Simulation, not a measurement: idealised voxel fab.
process module | voxel transistor to metal
cross-section cut | 240 nm wide | cells 5 nm
A cross-section is a grid of square cells, given in bands from the top down. A band is one or more rows of cells.
Each band's line starts with the height of the band's top and of its bottom, in nm. Then come its materials from left to right, each with its width in nm. One material with "throughout" fills the band from edge to edge. "air" is empty space.
Height 0 is the level under which the wafer as received is all one material. The lowest band goes on downwards, as in "0 down".
A width such as "30 to 40" changes by the same amount from each row of cells to the next, from the band's top row to its bottom row.
"no change" after a step means that no cell of the cross-section changed.
closed voids: empty space of 8 cells or more with no open way to the top, each as width x height at its distance from the left edge, in nm
after a step's settings: what the simulator itself notes on the step
overlay nm, on a step with a mask: how far to the right of its planned place the mask lay; to the left if negative
plan
1 op RECEIVE | material Si
2 op CONFORMAL_DEP | material SiO2 | thk nm 5
3 op CONFORMAL_DEP | material SiN | thk nm 15
4 op PATTERN | tone cover | mask id ACTIVE | material resist | width nm 95 | pitch nm 115 | thk nm 15 | overlay nm 0
5 op DIRECTIONAL_ETCH | etch materials SiN | depth nm 15
6 op DIRECTIONAL_ETCH | etch materials SiO2 | depth nm 5
7 op DIRECTIONAL_ETCH | etch materials Si | depth nm 35
8 op STRIP | etch materials resist
9 op OXIDIZE | depth nm 5
10 op FILL_DEP | material SiO2 | thk nm 5
11 op CMP | height nm 20
12 op SELECTIVE_ETCH | etch materials SiO2 | depth nm 10
13 op STRIP | etch materials SiN
14 op SELECTIVE_ETCH | etch materials SiO2 | depth nm 5
15 op OXIDIZE | depth nm 5
16 op DIRECTIONAL_DEP | material polySi | thk nm 20
17 op DIRECTIONAL_DEP | material SiCN | thk nm 15
18 op DIRECTIONAL_DEP | material aC | thk nm 15
19 op PATTERN | tone cover | mask id GATE | material resist | width nm 15 | pitch nm 115 | thk nm 30 | overlay nm 0
20 op DIRECTIONAL_ETCH | etch materials aC | depth nm 15
21 op STRIP | etch materials resist
22 op DIRECTIONAL_ETCH | etch materials SiCN | depth nm 25
23 op DIRECTIONAL_ETCH | etch materials polySi | depth nm 30
24 op STRIP | etch materials aC
25 op CONFORMAL_DEP | material SiN | thk nm 10
26 op DIRECTIONAL_ETCH | etch materials SiN | depth nm 10
27 op DIRECTIONAL_ETCH | etch materials SiO2 | depth nm 5
28 op DIRECTIONAL_ETCH | etch materials Si | depth nm 10
29 op EPI | material pSi | thk nm 10
30 op FILL_DEP | material SiO2 | thk nm 10
31 op CMP | height nm 35
32 op DIRECTIONAL_DEP | material SiO2 | thk nm 10
33 op PATTERN | tone open | mask id CONTACT | material resist | width nm 30 | thk nm 15 | overlay nm 0
34 op DIRECTIONAL_ETCH | etch materials SiO2 | depth nm 50
35 op STRIP | etch materials resist
36 op CONFORMAL_DEP | material TiN | thk nm 5
37 op FILL_DEP | material Ru | thk nm 5
38 op CMP | height nm 40
39 op DIRECTIONAL_DEP | material TiN | thk nm 5
40 op DIRECTIONAL_DEP | material W | thk nm 15
41 op MASKED_ETCH | tone cover | mask id METAL_1 | width nm 15 | etch materials W | depth nm 15 | overlay nm 0
42 op MASKED_ETCH | tone cover | mask id METAL_1 | width nm 15 | etch materials TiN | depth nm 5 | overlay nm 0
43 op FILL_DEP | material SiO2 | thk nm 5
44 op CMP | height nm 65
45 op CONFORMAL_DEP | material SiN | thk nm 5
varied across the wafers: height nm of step 38. The plan shows the first wafer's value. All wafers start alike
first wafer as received, after step 1
  0 down: Si throughout
  closed voids: none
each wafer at the end: cells of each material gained (+) or lost (-) since it was received, then its closed voids
height nm 40 | +80 Ru | -186 Si | +18 SiCN | +112 SiN | +432 SiO2 | +100 TiN | +36 W | +56 pSi | +24 polySi | closed voids: none
height nm 45 | +96 Ru | -186 Si | +18 SiCN | +112 SiN | +408 SiO2 | +108 TiN | +36 W | +56 pSi | +24 polySi | closed voids: none
height nm 50 | +112 Ru | -186 Si | +18 SiCN | +112 SiN | +372 SiO2 | +140 TiN | +24 W | +56 pSi | +24 polySi | closed voids: none
height nm 55 | +160 Ru | -186 Si | +18 SiCN | +112 SiN | +336 SiO2 | +140 TiN | +12 W | +56 pSi | +24 polySi | closed voids: none
